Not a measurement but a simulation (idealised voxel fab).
process module | voxel transistor to metal
cross-section cut | 150 nm wide | cells 5 nm
A cross-section is a grid of square cells, given in bands from the top down. A band is one or more rows of cells.
Each band's line starts with the height of the band's top and of its bottom, in nm. Then come its materials from left to right, each with its width in nm. One material with "throughout" fills the band from edge to edge. "air" is empty space.
Height 0 is the level under which the wafer as received is all one material. The lowest band goes on downwards, as in "0 down".
A width such as "30 to 40" changes by the same amount from each row of cells to the next, from the band's top row to its bottom row.
"no change" after a step means that no cell of the cross-section changed.
closed voids: empty space of 8 cells or more with no open way to the top, each as width x height at its distance from the left edge, in nm
after a step's settings: what the simulator itself notes on the step
overlay nm, on a step with a mask: how far to the right of its planned place the mask lay; to the left if negative
plan
1 op RECEIVE | material Si
2 op OXIDIZE | depth nm 5
3 op CONFORMAL_DEP | material SiN | thk nm 10
4 op PATTERN | tone cover | mask id ACTIVE | material resist | width nm 95 | thk nm 20 | overlay nm 0
5 op DIRECTIONAL_ETCH | etch materials SiN | depth nm 10
6 op DIRECTIONAL_ETCH | etch materials SiO2 | depth nm 5
7 op DIRECTIONAL_ETCH | etch materials Si | depth nm 35
8 op STRIP | etch materials resist
9 op FILL_DEP | material SiO2 | thk nm 5
10 op CMP | height nm 10
11 op SELECTIVE_ETCH | etch materials SiO2 | depth nm 10
12 op STRIP | etch materials SiN
13 op SELECTIVE_ETCH | etch materials SiO2 | depth nm 5
14 op OXIDIZE | depth nm 5
15 op DIRECTIONAL_DEP | material polySi | thk nm 30
16 op DIRECTIONAL_DEP | material SiCN | thk nm 10
17 op MASKED_ETCH | tone cover | mask id GATE | width nm 25 | etch materials SiCN | depth nm 20 | overlay nm 0
18 op MASKED_ETCH | tone cover | mask id GATE | width nm 25 | etch materials polySi | depth nm 40 | overlay nm 0
19 op CONFORMAL_DEP | material SiO2 | thk nm 5
20 op DIRECTIONAL_ETCH | etch materials SiO2 | depth nm 5
21 op CONFORMAL_DEP | material SiN | thk nm 5
22 op DIRECTIONAL_ETCH | etch materials SiN | depth nm 5
23 op DIRECTIONAL_ETCH | etch materials SiO2 | depth nm 5
24 op DIRECTIONAL_ETCH | etch materials Si | depth nm 5
25 op EPI | material SiGe | thk nm 10
26 op FILL_DEP | material SiO2 | thk nm 10
27 op CMP | height nm 25
28 op STRIP | etch materials polySi
29 op SELECTIVE_ETCH | etch materials SiO2 | depth nm 5
30 op CONFORMAL_DEP | material HfO2 | thk nm 5
31 op CONFORMAL_DEP | material TiN | thk nm 5
32 op FILL_DEP | material W | thk nm 10
33 op CMP | height nm 20
34 op DIRECTIONAL_DEP | material SiO2 | thk nm 15
35 op MASKED_ETCH | tone open | mask id CONTACT | width nm 15 | pitch nm 70 | etch materials SiO2 | depth nm 40 | overlay nm 0
36 op CONFORMAL_DEP | material TiN | thk nm 5
37 op FILL_DEP | material Ru | thk nm 10
38 op CMP | height nm 35
39 op CONFORMAL_DEP | material SiCN | thk nm 5
40 op DIRECTIONAL_DEP | material SiO2 | thk nm 20
41 op PATTERN | tone open | mask id METAL_1 | material resist | width nm 15 | pitch nm 70 | thk nm 15 | overlay nm 0
42 op DIRECTIONAL_ETCH | etch materials SiO2 | depth nm 20
43 op DIRECTIONAL_ETCH | etch materials SiCN | depth nm 5
44 op STRIP | etch materials resist
45 op CONFORMAL_DEP | material TiN | thk nm 5
46 op FILL_DEP | material Cu | thk nm 10
47 op CMP | height nm 60
48 op CONFORMAL_DEP | material SiN | thk nm 5
first wafer, as planned
as received, after step 1
  0 down: Si throughout
  closed voids: none
after step 2
  0 to -5: SiO2 throughout
  below -5: unchanged
after step 3
  10 to 0: SiN throughout
  below 0: unchanged
after step 4
  30 to 10: air 25 | resist 95 | air 30
  below 10: unchanged
after step 5
  30 to 10: air 25 | resist 95 | air 30
  10 to 0: air 25 | SiN 95 | air 30
  below 0: unchanged
after step 6
  30 to 10: air 25 | resist 95 | air 30
  10 to 0: air 25 | SiN 95 | air 30
  0 to -5: air 25 | SiO2 95 | air 30
  below -5: unchanged
after step 7
  30 to 10: air 25 | resist 95 | air 30
  10 to 0: air 25 | SiN 95 | air 30
  0 to -5: air 25 | SiO2 95 | air 30
  -5 to -40: air 25 | Si 95 | air 30
  below -40: unchanged
after step 8
  10 to 0: air 25 | SiN 95 | air 30
  below 0: unchanged
after step 9
  15 to 10: SiO2 throughout
  10 to 0: SiO2 25 | SiN 95 | SiO2 30
  0 to -5: SiO2 throughout
  -5 to -40: SiO2 25 | Si 95 | SiO2 30
  below -40: unchanged
after step 10
  10 to 0: SiO2 25 | SiN 95 | SiO2 30
  below 0: unchanged
after step 11
  10 to 0: air 25 | SiN 95 | air 30
  below 0: unchanged
after step 12
  0 to -5: SiO2 throughout
  below -5: unchanged
after step 13
  -5 to -40: SiO2 25 | Si 95 | SiO2 30
  below -40: unchanged
after step 14
  -5 to -10: SiO2 throughout
  below -10: unchanged
after step 15
  25 to -5: polySi throughout
  below -5: unchanged
after step 16
  35 to 25: SiCN throughout
  below 25: unchanged
after step 17
  35 to 25: air 60 | SiCN 25 | air 65
  below 25: unchanged
after step 18
  35 to 25: air 60 | SiCN 25 | air 65
  25 to -5: air 60 | polySi 25 | air 65
  below -5: unchanged
after step 19
  40 to 35: air 55 | SiO2 35 | air 60
  35 to 25: air 55 | SiO2 5 | SiCN 25 | SiO2 5 | air 60
  25 to 0: air 55 | SiO2 5 | polySi 25 | SiO2 5 | air 60
  0 to -5: SiO2 60 | polySi 25 | SiO2 65
  below -5: unchanged
after step 20
  35 to 25: air 55 | SiO2 5 | SiCN 25 | SiO2 5 | air 60
  25 to -5: air 55 | SiO2 5 | polySi 25 | SiO2 5 | air 60
  below -5: unchanged
after step 21
  40 to 35: air 50 | SiN 45 | air 55
  35 to 25: air 50 | SiN 5 | SiO2 5 | SiCN 25 | SiO2 5 | SiN 5 | air 55
  25 to 0: air 50 | SiN 5 | SiO2 5 | polySi 25 | SiO2 5 | SiN 5 | air 55
  0 to -5: SiN 55 | SiO2 5 | polySi 25 | SiO2 5 | SiN 60
  below -5: unchanged
after step 22
  35 to 25: air 50 | SiN 5 | SiO2 5 | SiCN 25 | SiO2 5 | SiN 5 | air 55
  25 to -5: air 50 | SiN 5 | SiO2 5 | polySi 25 | SiO2 5 | SiN 5 | air 55
  below -5: unchanged
after step 23
  35 to 30: air 50 | SiN 5 | air 5 | SiCN 25 | air 5 | SiN 5 | air 55
  30 to 25: air 50 | SiN 5 | SiO2 5 | SiCN 25 | SiO2 5 | SiN 5 | air 55
  25 to -5: air 50 | SiN 5 | SiO2 5 | polySi 25 | SiO2 5 | SiN 5 | air 55
  -5 to -10: air 50 | SiO2 45 | air 55
  below -10: unchanged
after step 24
  35 to 30: air 50 | SiN 5 | air 5 | SiCN 25 | air 5 | SiN 5 | air 55
  30 to 25: air 50 | SiN 5 | SiO2 5 | SiCN 25 | SiO2 5 | SiN 5 | air 55
  25 to -5: air 50 | SiN 5 | SiO2 5 | polySi 25 | SiO2 5 | SiN 5 | air 55
  -5 to -10: air 50 | SiO2 45 | air 55
  -10 to -15: SiO2 25 | air 25 | Si 45 | air 25 | SiO2 30
  below -15: unchanged
after step 25
  35 to 30: air 50 | SiN 5 | air 5 | SiCN 25 | air 5 | SiN 5 | air 55
  30 to 25: air 50 | SiN 5 | SiO2 5 | SiCN 25 | SiO2 5 | SiN 5 | air 55
  25 to 0: air 50 | SiN 5 | SiO2 5 | polySi 25 | SiO2 5 | SiN 5 | air 55
  0 to -5: air 40 | SiGe 10 | SiN 5 | SiO2 5 | polySi 25 | SiO2 5 | SiN 5 | SiGe 10 | air 45
  -5 to -10: air 20 | SiGe 30 | SiO2 45 | SiGe 30 | air 25
  -10 to -15: SiO2 25 | SiGe 25 | Si 45 | SiGe 25 | SiO2 30
  below -15: unchanged
after step 26
  45 to 35: SiO2 throughout
  35 to 25: SiO2 50 | SiN 5 | SiO2 5 | SiCN 25 | SiO2 5 | SiN 5 | SiO2 55
  25 to 0: SiO2 50 | SiN 5 | SiO2 5 | polySi 25 | SiO2 5 | SiN 5 | SiO2 55
  0 to -5: SiO2 40 | SiGe 10 | SiN 5 | SiO2 5 | polySi 25 | SiO2 5 | SiN 5 | SiGe 10 | SiO2 45
  -5 to -10: SiO2 20 | SiGe 30 | SiO2 45 | SiGe 30 | SiO2 25
  below -10: unchanged
after step 27
  25 to 0: SiO2 50 | SiN 5 | SiO2 5 | polySi 25 | SiO2 5 | SiN 5 | SiO2 55
  below 0: unchanged
after step 28
  25 to 0: SiO2 50 | SiN 5 | SiO2 5 | air 25 | SiO2 5 | SiN 5 | SiO2 55
  0 to -5: SiO2 40 | SiGe 10 | SiN 5 | SiO2 5 | air 25 | SiO2 5 | SiN 5 | SiGe 10 | SiO2 45
  below -5: unchanged
after step 29
  25 to 20: air 50 | SiN 5 | air 35 | SiN 5 | air 55
  20 to 0: SiO2 50 | SiN 5 | air 35 | SiN 5 | SiO2 55
  0 to -5: SiO2 40 | SiGe 10 | SiN 5 | air 35 | SiN 5 | SiGe 10 | SiO2 45
  -5 to -10: SiO2 20 | SiGe 30 | SiO2 5 | air 35 | SiO2 5 | SiGe 30 | SiO2 25
  below -10: unchanged
after step 30
  30 to 25: air 45 | HfO2 15 | air 25 | HfO2 15 | air 50
  25 to 20: HfO2 50 | SiN 5 | HfO2 5 | air 25 | HfO2 5 | SiN 5 | HfO2 55
  20 to 0: SiO2 50 | SiN 5 | HfO2 5 | air 25 | HfO2 5 | SiN 5 | SiO2 55
  0 to -5: SiO2 40 | SiGe 10 | SiN 5 | HfO2 5 | air 25 | HfO2 5 | SiN 5 | SiGe 10 | SiO2 45
  -5 to -10: SiO2 20 | SiGe 30 | SiO2 5 | HfO2 35 | SiO2 5 | SiGe 30 | SiO2 25
  below -10: unchanged
after step 31
  35 to 30: air 40 | TiN 25 | air 15 | TiN 25 | air 45
  30 to 25: TiN 45 | HfO2 15 | TiN 5 | air 15 | TiN 5 | HfO2 15 | TiN 50
  25 to 20: HfO2 50 | SiN 5 | HfO2 5 | TiN 5 | air 15 | TiN 5 | HfO2 5 | SiN 5 | HfO2 55
  20 to 0: SiO2 50 | SiN 5 | HfO2 5 | TiN 5 | air 15 | TiN 5 | HfO2 5 | SiN 5 | SiO2 55
  0 to -5: SiO2 40 | SiGe 10 | SiN 5 | HfO2 5 | TiN 25 | HfO2 5 | SiN 5 | SiGe 10 | SiO2 45
  below -5: unchanged
after step 32
  45 to 35: W throughout
  35 to 30: W 40 | TiN 25 | W 15 | TiN 25 | W 45
  30 to 25: TiN 45 | HfO2 15 | TiN 5 | W 15 | TiN 5 | HfO2 15 | TiN 50
  25 to 20: HfO2 50 | SiN 5 | HfO2 5 | TiN 5 | W 15 | TiN 5 | HfO2 5 | SiN 5 | HfO2 55
  20 to 0: SiO2 50 | SiN 5 | HfO2 5 | TiN 5 | W 15 | TiN 5 | HfO2 5 | SiN 5 | SiO2 55
  below 0: unchanged
after step 33
  20 to 0: SiO2 50 | SiN 5 | HfO2 5 | TiN 5 | W 15 | TiN 5 | HfO2 5 | SiN 5 | SiO2 55
  below 0: unchanged
after step 34
  35 to 20: SiO2 throughout
  below 20: unchanged
after step 35
  35 to 20: SiO2 30 | air 15 | SiO2 55 | air 15 | SiO2 35
  20 to 0: SiO2 30 | air 15 | SiO2 5 | SiN 5 | HfO2 5 | TiN 5 | W 15 | TiN 5 | HfO2 5 | SiN 5 | SiO2 5 | air 15 | SiO2 35
  0 to -5: SiO2 30 | air 10 | SiGe 10 | SiN 5 | HfO2 5 | TiN 25 | HfO2 5 | SiN 5 | SiGe 10 | air 10 | SiO2 35
  below -5: unchanged
after step 36
  40 to 35: TiN 35 | air 5 | TiN 65 | air 5 | TiN 40
  35 to 20: SiO2 30 | TiN 5 | air 5 | TiN 5 | SiO2 55 | TiN 5 | air 5 | TiN 5 | SiO2 35
  20 to 5: SiO2 30 | TiN 5 | air 5 | TiN 5 | SiO2 5 | SiN 5 | HfO2 5 | TiN 5 | W 15 | TiN 5 | HfO2 5 | SiN 5 | SiO2 5 | TiN 5 | air 5 | TiN 5 | SiO2 35
  5 to 0: SiO2 30 | TiN 15 | SiO2 5 | SiN 5 | HfO2 5 | TiN 5 | W 15 | TiN 5 | HfO2 5 | SiN 5 | SiO2 5 | TiN 15 | SiO2 35
  0 to -5: SiO2 30 | TiN 10 | SiGe 10 | SiN 5 | HfO2 5 | TiN 25 | HfO2 5 | SiN 5 | SiGe 10 | TiN 10 | SiO2 35
  below -5: unchanged
after step 37
  50 to 40: Ru throughout
  40 to 35: TiN 35 | Ru 5 | TiN 65 | Ru 5 | TiN 40
  35 to 20: SiO2 30 | TiN 5 | Ru 5 | TiN 5 | SiO2 55 | TiN 5 | Ru 5 | TiN 5 | SiO2 35
  20 to 5: SiO2 30 | TiN 5 | Ru 5 | TiN 5 | SiO2 5 | SiN 5 | HfO2 5 | TiN 5 | W 15 | TiN 5 | HfO2 5 | SiN 5 | SiO2 5 | TiN 5 | Ru 5 | TiN 5 | SiO2 35
  below 5: unchanged
after step 38
  35 to 20: SiO2 30 | TiN 5 | Ru 5 | TiN 5 | SiO2 55 | TiN 5 | Ru 5 | TiN 5 | SiO2 35
  below 20: unchanged
after step 39
  40 to 35: SiCN throughout
  below 35: unchanged
after step 40
  60 to 40: SiO2 throughout
  below 40: unchanged
after step 41
  75 to 60: resist 30 | air 15 | resist 55 | air 15 | resist 35
  below 60: unchanged
after step 42
  75 to 60: resist 30 | air 15 | resist 55 | air 15 | resist 35
  60 to 40: SiO2 30 | air 15 | SiO2 55 | air 15 | SiO2 35
  below 40: unchanged
after step 43
  75 to 60: resist 30 | air 15 | resist 55 | air 15 | resist 35
  60 to 40: SiO2 30 | air 15 | SiO2 55 | air 15 | SiO2 35
  40 to 35: SiCN 30 | air 15 | SiCN 55 | air 15 | SiCN 35
  below 35: unchanged
after step 44
  60 to 40: SiO2 30 | air 15 | SiO2 55 | air 15 | SiO2 35
  below 40: unchanged
after step 45
  65 to 60: TiN 35 | air 5 | TiN 65 | air 5 | TiN 40
  60 to 40: SiO2 30 | TiN 5 | air 5 | TiN 5 | SiO2 55 | TiN 5 | air 5 | TiN 5 | SiO2 35
  40 to 35: SiCN 30 | TiN 15 | SiCN 55 | TiN 15 | SiCN 35
  below 35: unchanged
after step 46
  75 to 65: Cu throughout
  65 to 60: TiN 35 | Cu 5 | TiN 65 | Cu 5 | TiN 40
  60 to 40: SiO2 30 | TiN 5 | Cu 5 | TiN 5 | SiO2 55 | TiN 5 | Cu 5 | TiN 5 | SiO2 35
  below 40: unchanged
after step 47
  60 to 40: SiO2 30 | TiN 5 | Cu 5 | TiN 5 | SiO2 55 | TiN 5 | Cu 5 | TiN 5 | SiO2 35
  below 40: unchanged
after step 48
  65 to 60: SiN throughout
  below 60: unchanged
second wafer: like start, like plan, one mistake. Through step 11 it matches the first wafer
when step 12 should have ended
  10 to 0: air 25 | SiN 95 | air 30
  0 to -5: air 30 | SiO2 85 | air 35
  below -5: unchanged
when step 13 should have ended
  0 to -5: air 30 | SiO2 85 | air 35
  below -5: unchanged
when step 14 should have ended
  0 to -5: air 30 | SiO2 85 | air 35
  -5 to -10: SiO2 35 | Si 75 | SiO2 40
  below -10: unchanged
when step 15 should have ended
  30 to 25: air 30 | polySi 85 | air 35
  25 to 0: polySi throughout
  0 to -5: polySi 30 | SiO2 85 | polySi 35
  below -5: unchanged
when step 16 should have ended
  40 to 35: air 30 | SiCN 85 | air 35
  35 to 30: SiCN throughout
  30 to 25: SiCN 30 | polySi 85 | SiCN 35
  below 25: unchanged
when step 17 should have ended
  40 to 30: air 60 | SiCN 25 | air 65
  30 to 25: air 30 | polySi 85 | air 35
  below 25: unchanged
when step 18 should have ended
  40 to 30: air 60 | SiCN 25 | air 65
  30 to 0: air 60 | polySi 25 | air 65
  0 to -5: air 30 | SiO2 85 | air 35
  below -5: unchanged
when step 19 should have ended
  45 to 40: air 55 | SiO2 35 | air 60
  40 to 30: air 55 | SiO2 5 | SiCN 25 | SiO2 5 | air 60
  30 to 5: air 55 | SiO2 5 | polySi 25 | SiO2 5 | air 60
  5 to 0: air 25 | SiO2 35 | polySi 25 | SiO2 35 | air 30
  0 to -5: SiO2 throughout
  below -5: unchanged
when step 20 should have ended
  40 to 30: air 55 | SiO2 5 | SiCN 25 | SiO2 5 | air 60
  30 to 0: air 55 | SiO2 5 | polySi 25 | SiO2 5 | air 60
  0 to -5: air 25 | SiO2 95 | air 30
  below -5: unchanged
when step 21 should have ended
  45 to 40: air 50 | SiN 45 | air 55
  40 to 30: air 50 | SiN 5 | SiO2 5 | SiCN 25 | SiO2 5 | SiN 5 | air 55
  30 to 5: air 50 | SiN 5 | SiO2 5 | polySi 25 | SiO2 5 | SiN 5 | air 55
  5 to 0: air 20 | SiN 35 | SiO2 5 | polySi 25 | SiO2 5 | SiN 35 | air 25
  0 to -5: SiN 25 | SiO2 95 | SiN 30
  below -5: unchanged
when step 22 should have ended
  40 to 30: air 50 | SiN 5 | SiO2 5 | SiCN 25 | SiO2 5 | SiN 5 | air 55
  30 to 0: air 50 | SiN 5 | SiO2 5 | polySi 25 | SiO2 5 | SiN 5 | air 55
  0 to -5: air 20 | SiN 5 | SiO2 95 | SiN 5 | air 25
  below -5: unchanged
when step 23 should have ended
  40 to 35: air 50 | SiN 5 | air 5 | SiCN 25 | air 5 | SiN 5 | air 55
  35 to 30: air 50 | SiN 5 | SiO2 5 | SiCN 25 | SiO2 5 | SiN 5 | air 55
  30 to 0: air 50 | SiN 5 | SiO2 5 | polySi 25 | SiO2 5 | SiN 5 | air 55
  0 to -5: air 20 | SiN 5 | air 25 | SiO2 45 | air 25 | SiN 5 | air 25
  -5 to -10: air 20 | SiO2 15 | Si 75 | SiO2 15 | air 25
  below -10: unchanged
when step 24 should have ended
  40 to 35: air 50 | SiN 5 | air 5 | SiCN 25 | air 5 | SiN 5 | air 55
  35 to 30: air 50 | SiN 5 | SiO2 5 | SiCN 25 | SiO2 5 | SiN 5 | air 55
  30 to 0: air 50 | SiN 5 | SiO2 5 | polySi 25 | SiO2 5 | SiN 5 | air 55
  0 to -5: air 20 | SiN 5 | air 25 | SiO2 45 | air 25 | SiN 5 | air 25
  -5 to -10: air 20 | SiO2 15 | air 15 | Si 45 | air 15 | SiO2 15 | air 25
  below -10: unchanged
when step 25 should have ended
  40 to 35: air 50 | SiN 5 | air 5 | SiCN 25 | air 5 | SiN 5 | air 55
  35 to 30: air 50 | SiN 5 | SiO2 5 | SiCN 25 | SiO2 5 | SiN 5 | air 55
  30 to 5: air 50 | SiN 5 | SiO2 5 | polySi 25 | SiO2 5 | SiN 5 | air 55
  5 to 0: air 40 | SiGe 10 | SiN 5 | SiO2 5 | polySi 25 | SiO2 5 | SiN 5 | SiGe 10 | air 45
  0 to -5: air 20 | SiN 5 | air 5 | SiGe 20 | SiO2 45 | SiGe 20 | air 5 | SiN 5 | air 25
  -5 to -10: air 20 | SiO2 15 | SiGe 15 | Si 45 | SiGe 15 | SiO2 15 | air 25
  below -10: unchanged
when step 26 should have ended
  50 to 40: SiO2 throughout
  40 to 30: SiO2 50 | SiN 5 | SiO2 5 | SiCN 25 | SiO2 5 | SiN 5 | SiO2 55
  30 to 5: SiO2 50 | SiN 5 | SiO2 5 | polySi 25 | SiO2 5 | SiN 5 | SiO2 55
  5 to 0: SiO2 40 | SiGe 10 | SiN 5 | SiO2 5 | polySi 25 | SiO2 5 | SiN 5 | SiGe 10 | SiO2 45
  0 to -5: SiO2 20 | SiN 5 | SiO2 5 | SiGe 20 | SiO2 45 | SiGe 20 | SiO2 5 | SiN 5 | SiO2 25
  -5 to -10: SiO2 35 | SiGe 15 | Si 45 | SiGe 15 | SiO2 40
  below -10: unchanged
when step 27 should have ended
  25 to 5: SiO2 50 | SiN 5 | SiO2 5 | polySi 25 | SiO2 5 | SiN 5 | SiO2 55
  below 5: unchanged
when step 28 should have ended
  25 to 5: SiO2 50 | SiN 5 | SiO2 5 | air 25 | SiO2 5 | SiN 5 | SiO2 55
  5 to 0: SiO2 40 | SiGe 10 | SiN 5 | SiO2 5 | air 25 | SiO2 5 | SiN 5 | SiGe 10 | SiO2 45
  below 0: unchanged
when step 29 should have ended
  25 to 20: air 50 | SiN 5 | air 35 | SiN 5 | air 55
  20 to 5: SiO2 50 | SiN 5 | air 35 | SiN 5 | SiO2 55
  5 to 0: SiO2 40 | SiGe 10 | SiN 5 | air 35 | SiN 5 | SiGe 10 | SiO2 45
  0 to -5: SiO2 20 | SiN 5 | SiO2 5 | SiGe 20 | SiO2 5 | air 35 | SiO2 5 | SiGe 20 | SiO2 5 | SiN 5 | SiO2 25
  below -5: unchanged
when step 30 should have ended
  30 to 25: air 45 | HfO2 15 | air 25 | HfO2 15 | air 50
  25 to 20: HfO2 50 | SiN 5 | HfO2 5 | air 25 | HfO2 5 | SiN 5 | HfO2 55
  20 to 5: SiO2 50 | SiN 5 | HfO2 5 | air 25 | HfO2 5 | SiN 5 | SiO2 55
  5 to 0: SiO2 40 | SiGe 10 | SiN 5 | HfO2 5 | air 25 | HfO2 5 | SiN 5 | SiGe 10 | SiO2 45
  0 to -5: SiO2 20 | SiN 5 | SiO2 5 | SiGe 20 | SiO2 5 | HfO2 35 | SiO2 5 | SiGe 20 | SiO2 5 | SiN 5 | SiO2 25
  below -5: unchanged
when step 31 should have ended
  35 to 30: air 40 | TiN 25 | air 15 | TiN 25 | air 45
  30 to 25: TiN 45 | HfO2 15 | TiN 5 | air 15 | TiN 5 | HfO2 15 | TiN 50
  25 to 20: HfO2 50 | SiN 5 | HfO2 5 | TiN 5 | air 15 | TiN 5 | HfO2 5 | SiN 5 | HfO2 55
  20 to 5: SiO2 50 | SiN 5 | HfO2 5 | TiN 5 | air 15 | TiN 5 | HfO2 5 | SiN 5 | SiO2 55
  5 to 0: SiO2 40 | SiGe 10 | SiN 5 | HfO2 5 | TiN 25 | HfO2 5 | SiN 5 | SiGe 10 | SiO2 45
  below 0: unchanged
when step 32 should have ended
  45 to 35: W throughout
  35 to 30: W 40 | TiN 25 | W 15 | TiN 25 | W 45
  30 to 25: TiN 45 | HfO2 15 | TiN 5 | W 15 | TiN 5 | HfO2 15 | TiN 50
  25 to 20: HfO2 50 | SiN 5 | HfO2 5 | TiN 5 | W 15 | TiN 5 | HfO2 5 | SiN 5 | HfO2 55
  20 to 5: SiO2 50 | SiN 5 | HfO2 5 | TiN 5 | W 15 | TiN 5 | HfO2 5 | SiN 5 | SiO2 55
  below 5: unchanged
when step 33 should have ended
  20 to 5: SiO2 50 | SiN 5 | HfO2 5 | TiN 5 | W 15 | TiN 5 | HfO2 5 | SiN 5 | SiO2 55
  below 5: unchanged
when step 34 should have ended
  35 to 20: SiO2 throughout
  below 20: unchanged
when step 35 should have ended
  35 to 20: SiO2 30 | air 15 | SiO2 55 | air 15 | SiO2 35
  20 to 5: SiO2 30 | air 15 | SiO2 5 | SiN 5 | HfO2 5 | TiN 5 | W 15 | TiN 5 | HfO2 5 | SiN 5 | SiO2 5 | air 15 | SiO2 35
  5 to 0: SiO2 30 | air 10 | SiGe 10 | SiN 5 | HfO2 5 | TiN 25 | HfO2 5 | SiN 5 | SiGe 10 | air 10 | SiO2 35
  below 0: unchanged
when step 36 should have ended
  40 to 35: TiN 35 | air 5 | TiN 65 | air 5 | TiN 40
  35 to 20: SiO2 30 | TiN 5 | air 5 | TiN 5 | SiO2 55 | TiN 5 | air 5 | TiN 5 | SiO2 35
  20 to 10: SiO2 30 | TiN 5 | air 5 | TiN 5 | SiO2 5 | SiN 5 | HfO2 5 | TiN 5 | W 15 | TiN 5 | HfO2 5 | SiN 5 | SiO2 5 | TiN 5 | air 5 | TiN 5 | SiO2 35
  10 to 5: SiO2 30 | TiN 15 | SiO2 5 | SiN 5 | HfO2 5 | TiN 5 | W 15 | TiN 5 | HfO2 5 | SiN 5 | SiO2 5 | TiN 15 | SiO2 35
  5 to 0: SiO2 30 | TiN 10 | SiGe 10 | SiN 5 | HfO2 5 | TiN 25 | HfO2 5 | SiN 5 | SiGe 10 | TiN 10 | SiO2 35
  below 0: unchanged
when step 37 should have ended
  50 to 40: Ru throughout
  40 to 35: TiN 35 | Ru 5 | TiN 65 | Ru 5 | TiN 40
  35 to 20: SiO2 30 | TiN 5 | Ru 5 | TiN 5 | SiO2 55 | TiN 5 | Ru 5 | TiN 5 | SiO2 35
  20 to 10: SiO2 30 | TiN 5 | Ru 5 | TiN 5 | SiO2 5 | SiN 5 | HfO2 5 | TiN 5 | W 15 | TiN 5 | HfO2 5 | SiN 5 | SiO2 5 | TiN 5 | Ru 5 | TiN 5 | SiO2 35
  below 10: unchanged
when step 38 should have ended
  35 to 20: SiO2 30 | TiN 5 | Ru 5 | TiN 5 | SiO2 55 | TiN 5 | Ru 5 | TiN 5 | SiO2 35
  below 20: unchanged
when step 39 should have ended
  40 to 35: SiCN throughout
  below 35: unchanged
when step 40 should have ended
  60 to 40: SiO2 throughout
  below 40: unchanged
when step 41 should have ended
  75 to 60: resist 30 | air 15 | resist 55 | air 15 | resist 35
  below 60: unchanged
when step 42 should have ended
  75 to 60: resist 30 | air 15 | resist 55 | air 15 | resist 35
  60 to 40: SiO2 30 | air 15 | SiO2 55 | air 15 | SiO2 35
  below 40: unchanged
when step 43 should have ended
  75 to 60: resist 30 | air 15 | resist 55 | air 15 | resist 35
  60 to 40: SiO2 30 | air 15 | SiO2 55 | air 15 | SiO2 35
  40 to 35: SiCN 30 | air 15 | SiCN 55 | air 15 | SiCN 35
  below 35: unchanged
when step 44 should have ended
  60 to 40: SiO2 30 | air 15 | SiO2 55 | air 15 | SiO2 35
  below 40: unchanged
when step 45 should have ended
  65 to 60: TiN 35 | air 5 | TiN 65 | air 5 | TiN 40
  60 to 40: SiO2 30 | TiN 5 | air 5 | TiN 5 | SiO2 55 | TiN 5 | air 5 | TiN 5 | SiO2 35
  40 to 35: SiCN 30 | TiN 15 | SiCN 55 | TiN 15 | SiCN 35
  below 35: unchanged
when step 46 should have ended
  75 to 65: Cu throughout
  65 to 60: TiN 35 | Cu 5 | TiN 65 | Cu 5 | TiN 40
  60 to 40: SiO2 30 | TiN 5 | Cu 5 | TiN 5 | SiO2 55 | TiN 5 | Cu 5 | TiN 5 | SiO2 35
  below 40: unchanged
when step 47 should have ended
  60 to 40: SiO2 30 | TiN 5 | Cu 5 | TiN 5 | SiO2 55 | TiN 5 | Cu 5 | TiN 5 | SiO2 35
  below 40: unchanged
when step 48 should have ended
  65 to 60: SiN throughout
  below 60: unchanged
what went wrong: steps 12 and 13 were swapped
at the end the second wafer has, in cells: 2 fewer of HfO2 | 2 fewer of Ru | 19 more of Si | 8 fewer of SiGe | 2 more of SiO2 | 6 fewer of TiN | 3 fewer of W
